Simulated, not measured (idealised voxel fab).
Process module name: voxel capacitor over wiring
The cross-section on display is named cut; it measures 245 nm wide, and its cells are 5 nm squares.
Bands, listed from the top down, are how a cross-section gets written in this document; the cross-section itself is a grid of square cells, and a band is one or more rows of them.
Within each band entry, the heights of the top and of the bottom of the band appear first, in that order and in nm; the materials of the band then follow from left to right, each with its corresponding width in nm. The designation "all across" on a single material indicates that it fills the band from edge to edge; the designation "empty" indicates empty space.
Counting heights begins at 0, where everything beneath is, in the wafer as received, one material. The lowest band has no bottom; it goes on downwards, as "z 0 and below" shows.
Width spec "30 to 40" -> top row of cells at first value, bottom row at second value, equal per-row change in between.
"no alteration" (step): cross-section cells unchanged, all of them.
The entry "Enclosed void list" lists the empty spaces that cover at least 8 cells and have no open path to the top. Each is written as width x height at distance, where the distance is measured from the left edge and all three values are in nm.
On each step's line, the part that comes after the settings is the simulator's own comment on the step.
When a step includes a mask, the "overlay nm" setting on its line states how far to the right of its planned place that mask lay, and negative values state how far to the left.

The following list gives the planned process steps
1) RECEIVE, material Si
2) CONFORMAL_DEP, material SiO2, thk nm 15
3) CONFORMAL_DEP, material SiN, thk nm 5
4) DIRECTIONAL_DEP, material SiO2, thk nm 15
5) MASKED_ETCH, tone open, mask id METAL_1, width nm 30, pitch nm 100, etch materials SiO2, depth nm 15, overlay nm 0
6) MASKED_ETCH, tone open, mask id METAL_1, width nm 30, pitch nm 100, etch materials SiN, depth nm 5, overlay nm 0
7) CONFORMAL_DEP, material TiN, thk nm 5
8) FILL_DEP, material W, thk nm 10
9) CMP, height nm 35
10) EPI, material Ru, thk nm 5
11) FILL_DEP, material SiCN, thk nm 5
12) DIRECTIONAL_DEP, material SiO2, thk nm 20
13) DIRECTIONAL_DEP, material aC, thk nm 15
14) PATTERN, tone open, mask id PLUG_1, material resist, width nm 15, thk nm 35, overlay nm 0
15) DIRECTIONAL_ETCH, etch materials aC, depth nm 15
16) STRIP, etch materials resist
17) DIRECTIONAL_ETCH, etch materials SiO2, depth nm 20
18) DIRECTIONAL_ETCH, etch materials SiCN, depth nm 5
19) STRIP, etch materials aC
20) CONFORMAL_DEP, material TiN, thk nm 5
21) FILL_DEP, material Ru, thk nm 5
22) CMP, height nm 65
23) DIRECTIONAL_DEP, material TiN, thk nm 5
24) DIRECTIONAL_DEP, material SiN, thk nm 5
25) DIRECTIONAL_DEP, material TiN, thk nm 5
26) DIRECTIONAL_DEP, material aC, thk nm 15
27) PATTERN, tone cover, mask id UPPER_PLATE, material resist, width nm 75, thk nm 30, overlay nm 0
28) DIRECTIONAL_ETCH, etch materials aC, depth nm 15
29) STRIP, etch materials resist
30) DIRECTIONAL_ETCH, etch materials TiN, depth nm 5
31) DIRECTIONAL_ETCH, etch materials SiN, depth nm 5
32) STRIP, etch materials aC
33) DIRECTIONAL_DEP, material aC, thk nm 15
34) PATTERN, tone cover, mask id LOWER_PLATE, material resist, width nm 85, thk nm 30, overlay nm 0
35) DIRECTIONAL_ETCH, etch materials aC, depth nm 15
36) STRIP, etch materials resist
37) DIRECTIONAL_ETCH, etch materials TiN, depth nm 5
38) STRIP, etch materials aC
39) FILL_DEP, material SiO2, thk nm 20
40) CMP, height nm 95
41) PATTERN, tone open, mask id PLUG_2, material resist, width nm 15, thk nm 20, overlay nm 0
42) DIRECTIONAL_ETCH, etch materials SiO2, depth nm 15
43) STRIP, etch materials resist
44) CONFORMAL_DEP, material TiN, thk nm 5
45) FILL_DEP, material Ru, thk nm 10
46) CMP, height nm 95
47) CONFORMAL_DEP, material SiN, thk nm 5

Of two wafers, the first: run according to plan

Incoming wafer in cross-section (state: after step 1)
	z 0 and below: Si all across
	Enclosed void list: none

After step 2, in cross-section
	z 15 to 0: SiO2 all across
	Note: structure below 0 unchanged.

After step 3, in cross-section
	z 20 to 15: SiN all across
	Note: structure below 15 unchanged.

After step 4, in cross-section
	z 35 to 20: SiO2 all across
	Note: structure below 20 unchanged.

After step 5, in cross-section
	z 35 to 20: SiO2=55  empty=30  SiO2=70  empty=30  SiO2=60
	Note: structure below 20 unchanged.

After step 6, in cross-section
	z 35 to 20: SiO2=55  empty=30  SiO2=70  empty=30  SiO2=60
	z 20 to 15: SiN=55  empty=30  SiN=70  empty=30  SiN=60
	Note: structure below 15 unchanged.

After step 7, in cross-section
	z 40 to 35: TiN=60  empty=20  TiN=80  empty=20  TiN=65
	z 35 to 20: SiO2=55  TiN=5  empty=20  TiN=5  SiO2=70  TiN=5  empty=20  TiN=5  SiO2=60
	z 20 to 15: SiN=55  TiN=30  SiN=70  TiN=30  SiN=60
	Note: structure below 15 unchanged.

After step 8, in cross-section
	z 50 to 40: W all across
	z 40 to 35: TiN=60  W=20  TiN=80  W=20  TiN=65
	z 35 to 20: SiO2=55  TiN=5  W=20  TiN=5  SiO2=70  TiN=5  W=20  TiN=5  SiO2=60
	Note: structure below 20 unchanged.

After step 9, in cross-section
	z 35 to 20: SiO2=55  TiN=5  W=20  TiN=5  SiO2=70  TiN=5  W=20  TiN=5  SiO2=60
	Note: structure below 20 unchanged.

After step 10, in cross-section
	z 40 to 35: empty=50  Ru=40  empty=60  Ru=40  empty=55
	Note: structure below 35 unchanged.

After step 11, in cross-section
	z 45 to 40: SiCN all across
	z 40 to 35: SiCN=50  Ru=40  SiCN=60  Ru=40  SiCN=55
	Note: structure below 35 unchanged.

After step 12, in cross-section
	z 65 to 45: SiO2 all across
	Note: structure below 45 unchanged.

After step 13, in cross-section
	z 80 to 65: aC all across
	Note: structure below 65 unchanged.

After step 14, in cross-section
	z 115 to 80: resist=70  empty=15  resist=160
	Note: structure below 80 unchanged.

After step 15, in cross-section
	z 100 to 80: resist=70  empty=15  resist=160
	z 80 to 65: aC=70  empty=15  aC=160
	Note: structure below 65 unchanged.

After step 16, in cross-section
	z 80 to 65: aC=70  empty=15  aC=160
	Note: structure below 65 unchanged.

After step 17, in cross-section
	z 80 to 65: aC=70  empty=15  aC=160
	z 65 to 45: SiO2=70  empty=15  SiO2=160
	Note: structure below 45 unchanged.

After step 18, in cross-section
	z 80 to 65: aC=70  empty=15  aC=160
	z 65 to 45: SiO2=70  empty=15  SiO2=160
	z 45 to 40: SiCN=70  empty=15  SiCN=160
	Note: structure below 40 unchanged.

After step 19, in cross-section
	z 65 to 45: SiO2=70  empty=15  SiO2=160
	Note: structure below 45 unchanged.

After step 20, in cross-section
	z 70 to 65: TiN=75  empty=5  TiN=165
	z 65 to 45: SiO2=70  TiN=5  empty=5  TiN=5  SiO2=160
	z 45 to 40: SiCN=70  TiN=15  SiCN=160
	Note: structure below 40 unchanged.

After step 21, in cross-section
	z 75 to 70: Ru all across
	z 70 to 65: TiN=75  Ru=5  TiN=165
	z 65 to 45: SiO2=70  TiN=5  Ru=5  TiN=5  SiO2=160
	Note: structure below 45 unchanged.

After step 22, in cross-section
	z 65 to 45: SiO2=70  TiN=5  Ru=5  TiN=5  SiO2=160
	Note: structure below 45 unchanged.

After step 23, in cross-section
	z 70 to 65: TiN all across
	Note: structure below 65 unchanged.

After step 24, in cross-section
	z 75 to 70: SiN all across
	Note: structure below 70 unchanged.

After step 25, in cross-section
	z 80 to 75: TiN all across
	Note: structure below 75 unchanged.

After step 26, in cross-section
	z 95 to 80: aC all across
	Note: structure below 80 unchanged.

After step 27, in cross-section
	z 125 to 95: empty=70  resist=75  empty=100
	Note: structure below 95 unchanged.

After step 28, in cross-section
	z 110 to 95: empty=70  resist=75  empty=100
	z 95 to 80: empty=70  aC=75  empty=100
	Note: structure below 80 unchanged.

After step 29, in cross-section
	z 95 to 80: empty=70  aC=75  empty=100
	Note: structure below 80 unchanged.

After step 30, in cross-section
	z 95 to 80: empty=70  aC=75  empty=100
	z 80 to 75: empty=70  TiN=75  empty=100
	Note: structure below 75 unchanged.

After step 31, in cross-section
	z 95 to 80: empty=70  aC=75  empty=100
	z 80 to 75: empty=70  TiN=75  empty=100
	z 75 to 70: empty=70  SiN=75  empty=100
	Note: structure below 70 unchanged.

After step 32, in cross-section
	z 80 to 75: empty=70  TiN=75  empty=100
	Note: structure below 75 unchanged.

After step 33, in cross-section
	z 95 to 85: empty=70  aC=75  empty=100
	z 85 to 80: aC all across
	z 80 to 75: aC=70  TiN=75  aC=100
	z 75 to 70: aC=70  SiN=75  aC=100
	Note: structure below 70 unchanged.

After step 34, in cross-section
	z 125 to 95: empty=65  resist=85  empty=95
	z 95 to 85: empty=65  resist=5  aC=75  resist=5  empty=95
	Note: structure below 85 unchanged.

After step 35, in cross-section
	z 110 to 95: empty=65  resist=85  empty=95
	z 95 to 85: empty=65  resist=5  aC=75  resist=5  empty=95
	z 85 to 80: empty=65  aC=85  empty=95
	z 80 to 75: empty=65  aC=5  TiN=75  aC=5  empty=95
	z 75 to 70: empty=65  aC=5  SiN=75  aC=5  empty=95
	Note: structure below 70 unchanged.

After step 36, in cross-section
	z 95 to 85: empty=70  aC=75  empty=100
	Note: structure below 85 unchanged.

After step 37, in cross-section
	z 95 to 85: empty=70  aC=75  empty=100
	z 85 to 80: empty=65  aC=85  empty=95
	z 80 to 75: empty=65  aC=5  TiN=75  aC=5  empty=95
	z 75 to 70: empty=65  aC=5  SiN=75  aC=5  empty=95
	z 70 to 65: empty=65  TiN=85  empty=95
	Note: structure below 65 unchanged.

After step 38, in cross-section
	z 80 to 75: empty=70  TiN=75  empty=100
	z 75 to 70: empty=70  SiN=75  empty=100
	Note: structure below 70 unchanged.

After step 39, in cross-section
	z 100 to 80: SiO2 all across
	z 80 to 75: SiO2=70  TiN=75  SiO2=100
	z 75 to 70: SiO2=70  SiN=75  SiO2=100
	z 70 to 65: SiO2=65  TiN=85  SiO2=95
	Note: structure below 65 unchanged.

After step 40, in cross-section
	z 95 to 80: SiO2 all across
	Note: structure below 80 unchanged.

After step 41, in cross-section
	z 115 to 95: resist=80  empty=15  resist=150
	Note: structure below 95 unchanged.

After step 42, in cross-section
	z 115 to 95: resist=80  empty=15  resist=150
	z 95 to 80: SiO2=80  empty=15  SiO2=150
	Note: structure below 80 unchanged.

After step 43, in cross-section
	z 95 to 80: SiO2=80  empty=15  SiO2=150
	Note: structure below 80 unchanged.

After step 44, in cross-section
	z 100 to 95: TiN=85  empty=5  TiN=155
	z 95 to 85: SiO2=80  TiN=5  empty=5  TiN=5  SiO2=150
	z 85 to 75: SiO2=80 to 70  TiN=15 to 75  SiO2=150 to 100
	Note: structure below 75 unchanged.

After step 45, in cross-section
	z 110 to 100: Ru all across
	z 100 to 95: TiN=85  Ru=5  TiN=155
	z 95 to 85: SiO2=80  TiN=5  Ru=5  TiN=5  SiO2=150
	Note: structure below 85 unchanged.

After step 46, in cross-section
	z 95 to 85: SiO2=80  TiN=5  Ru=5  TiN=5  SiO2=150
	Note: structure below 85 unchanged.

After step 47, in cross-section
	z 100 to 95: SiN all across
	Note: structure below 95 unchanged.

For the second wafer, take the first wafer's start and plan, then add one mistake made in running it; everything through step 22, that step included, is shared with the first

Cross-section of the second wafer at the time by which step 23 should have been completed according to the plan
	z 70 to 65: SiN all across
	Note: structure below 65 unchanged.

Cross-section of the second wafer at the time by which step 24 should have been completed according to the plan
	z 75 to 70: TiN all across
	Note: structure below 70 unchanged.

Cross-section of the second wafer at the time by which step 25 should have been completed according to the plan
	z 80 to 70: TiN all across
	Note: structure below 70 unchanged.

Cross-section of the second wafer at the time by which step 26 should have been completed according to the plan
	z 95 to 80: aC all across
	Note: structure below 80 unchanged.

Cross-section of the second wafer at the time by which step 27 should have been completed according to the plan
	z 125 to 95: empty=70  resist=75  empty=100
	Note: structure below 95 unchanged.

Cross-section of the second wafer at the time by which step 28 should have been completed according to the plan
	z 110 to 95: empty=70  resist=75  empty=100
	z 95 to 80: empty=70  aC=75  empty=100
	Note: structure below 80 unchanged.

Cross-section of the second wafer at the time by which step 29 should have been completed according to the plan
	z 95 to 80: empty=70  aC=75  empty=100
	Note: structure below 80 unchanged.

Cross-section of the second wafer at the time by which step 30 should have been completed according to the plan
	z 95 to 80: empty=70  aC=75  empty=100
	z 80 to 75: empty=70  TiN=75  empty=100
	Note: structure below 75 unchanged.

Cross-section of the second wafer at the time by which step 31 should have been completed according to the plan: no alteration

Cross-section of the second wafer at the time by which step 32 should have been completed according to the plan
	z 80 to 75: empty=70  TiN=75  empty=100
	Note: structure below 75 unchanged.

Cross-section of the second wafer at the time by which step 33 should have been completed according to the plan
	z 95 to 90: empty=70  aC=75  empty=100
	z 90 to 80: aC all across
	z 80 to 75: aC=70  TiN=75  aC=100
	Note: structure below 75 unchanged.

Cross-section of the second wafer at the time by which step 34 should have been completed according to the plan
	z 125 to 95: empty=65  resist=85  empty=95
	z 95 to 90: empty=65  resist=5  aC=75  resist=5  empty=95
	Note: structure below 90 unchanged.

Cross-section of the second wafer at the time by which step 35 should have been completed according to the plan
	z 110 to 95: empty=65  resist=85  empty=95
	z 95 to 90: empty=65  resist=5  aC=75  resist=5  empty=95
	z 90 to 80: empty=65  aC=85  empty=95
	z 80 to 75: empty=65  aC=5  TiN=75  aC=5  empty=95
	Note: structure below 75 unchanged.

Cross-section of the second wafer at the time by which step 36 should have been completed according to the plan
	z 95 to 90: empty=70  aC=75  empty=100
	Note: structure below 90 unchanged.

Cross-section of the second wafer at the time by which step 37 should have been completed according to the plan
	z 95 to 90: empty=70  aC=75  empty=100
	z 90 to 80: empty=65  aC=85  empty=95
	z 80 to 75: empty=65  aC=5  TiN=75  aC=5  empty=95
	z 75 to 70: empty=65  TiN=85  empty=95
	Note: structure below 70 unchanged.

Cross-section of the second wafer at the time by which step 38 should have been completed according to the plan
	z 80 to 70: empty=70 to 65  TiN=75 to 85  empty=100 to 95
	Note: structure below 70 unchanged.

Cross-section of the second wafer at the time by which step 39 should have been completed according to the plan
	z 100 to 80: SiO2 all across
	z 80 to 70: SiO2=70 to 65  TiN=75 to 85  SiO2=100 to 95
	Note: structure below 70 unchanged.

Cross-section of the second wafer at the time by which step 40 should have been completed according to the plan
	z 95 to 80: SiO2 all across
	Note: structure below 80 unchanged.

Cross-section of the second wafer at the time by which step 41 should have been completed according to the plan
	z 115 to 95: resist=80  empty=15  resist=150
	Note: structure below 95 unchanged.

Cross-section of the second wafer at the time by which step 42 should have been completed according to the plan
	z 115 to 95: resist=80  empty=15  resist=150
	z 95 to 80: SiO2=80  empty=15  SiO2=150
	Note: structure below 80 unchanged.

Cross-section of the second wafer at the time by which step 43 should have been completed according to the plan
	z 95 to 80: SiO2=80  empty=15  SiO2=150
	Note: structure below 80 unchanged.

Cross-section of the second wafer at the time by which step 44 should have been completed according to the plan
	z 100 to 95: TiN=85  empty=5  TiN=155
	z 95 to 85: SiO2=80  TiN=5  empty=5  TiN=5  SiO2=150
	z 85 to 75: SiO2=80 to 70  TiN=15 to 75  SiO2=150 to 100
	Note: structure below 75 unchanged.

Cross-section of the second wafer at the time by which step 45 should have been completed according to the plan
	z 110 to 100: Ru all across
	z 100 to 95: TiN=85  Ru=5  TiN=155
	z 95 to 85: SiO2=80  TiN=5  Ru=5  TiN=5  SiO2=150
	Note: structure below 85 unchanged.

Cross-section of the second wafer at the time by which step 46 should have been completed according to the plan
	z 95 to 85: SiO2=80  TiN=5  Ru=5  TiN=5  SiO2=150
	Note: structure below 85 unchanged.

Cross-section of the second wafer at the time by which step 47 should have been completed according to the plan
	z 100 to 95: SiN all across
	Note: structure below 95 unchanged.
In executing the process, a mistake was made relative to the plan: steps 23 and 24 of the plan were each performed in the slot designated for the other
Final difference in cells, second wafer against first, listed per material as more or fewer: SiN: 34 more | SiO2: 34 fewer
